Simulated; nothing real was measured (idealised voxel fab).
Process module name: voxel released beams
Displayed cross-section: cut, width of 150 nm, square cells sized 5 nm.
We lay out every cross-section as a grid of square cells and spell it out in bands from the top down, where one band means one or more rows of cells. Per band: top height and bottom height in nm, followed by the left-to-right materials and their widths in nm; "everywhere" marks a single material spanning edge to edge, "blank" marks empty space. Note: height 0 marks the level under which the wafer is uniformly one material as received. Lowest band unbounded below, written "z 0 and below". You'd read "30..40" like this: the band's top row of cells is as wide as the first number, its bottom row is as wide as the second, and going down, every row changes width by the same amount as the row before did. "no alterations made" (step): cross-section cells unchanged, all of them. The label "Sealed voids" introduces a list of the empty spaces, 8 cells or larger, that have no open way up to the top; each entry in it reads width x height at distance, where the distance is taken from the left edge and all three are stated in nm. On a step's line, text after the settings is the simulator commenting on that step. Among the settings permitted on a step's line is "overlay nm"; applied to a step with a mask, it specifies the extent to which the mask lay to the right of its planned position, whereas a negative figure signifies a position to the left.
-- Planned process steps
1. RECEIVE | material Si
2. CONFORMAL_DEP | material Al2O3 | thk nm 5
3. DIRECTIONAL_DEP | material SiO2 | thk nm 10
4. PATTERN | tone open | mask id ANCHOR | material resist | width nm 15 | thk nm 20 | overlay nm 0
5. DIRECTIONAL_ETCH | etch materials SiO2 | depth nm 10
6. STRIP | etch materials resist
7. CONFORMAL_DEP | material SiN | thk nm 10
8. PATTERN | tone cover | mask id BEAM | material resist | width nm 110 | thk nm 15 | overlay nm 0
9. DIRECTIONAL_ETCH | etch materials SiN | depth nm 10
10. STRIP | etch materials resist
11. STRIP | etch materials SiO2
All wafers enter the flow in the same state. The width nm at step 4 differs from wafer to wafer, and the plan gives the value for the first wafer.
-- Received condition of the first of several wafers, sectioned: post-step 1
> z 0 and below: Si everywhere
> Sealed voids: none
-- Cross-section, first of several wafers, end of module, after last step 11
> z 25 to 15: 15 blank, 110 SiN, 25 blank
> z 15 to 5: 25 blank, 15 SiN, 110 blank
> z 5 to 0: Al2O3 everywhere
> z 0 and below: Si everywhere
> Sealed voids: none
-- Of the several wafers, the last: cross-section at the end of the module
> z 25 to 15: 15 blank, 10 SiN, 20 blank, 80 SiN, 25 blank
> z 15 to 5: 15 blank, 40 SiN, 95 blank
> z 5 to 0: Al2O3 everywhere
> z 0 and below: Si everywhere
> Sealed voids: none
-- For your reference, the table is organized with a row per wafer; each row reflects the wafer at the end of the module, indicating for each material the cells gained (+) or lost (-) since receipt, and thereafter its closed voids
width nm 15; +30 Al2O3; +50 SiN; Sealed voids: none
width nm 20; +30 Al2O3; +52 SiN; Sealed voids: none
width nm 25; +30 Al2O3; +52 SiN; Sealed voids: none
width nm 30; +30 Al2O3; +52 SiN; Sealed voids: none
width nm 35; +30 Al2O3; +52 SiN; Sealed voids: none
width nm 40; +30 Al2O3; +52 SiN; Sealed voids: none
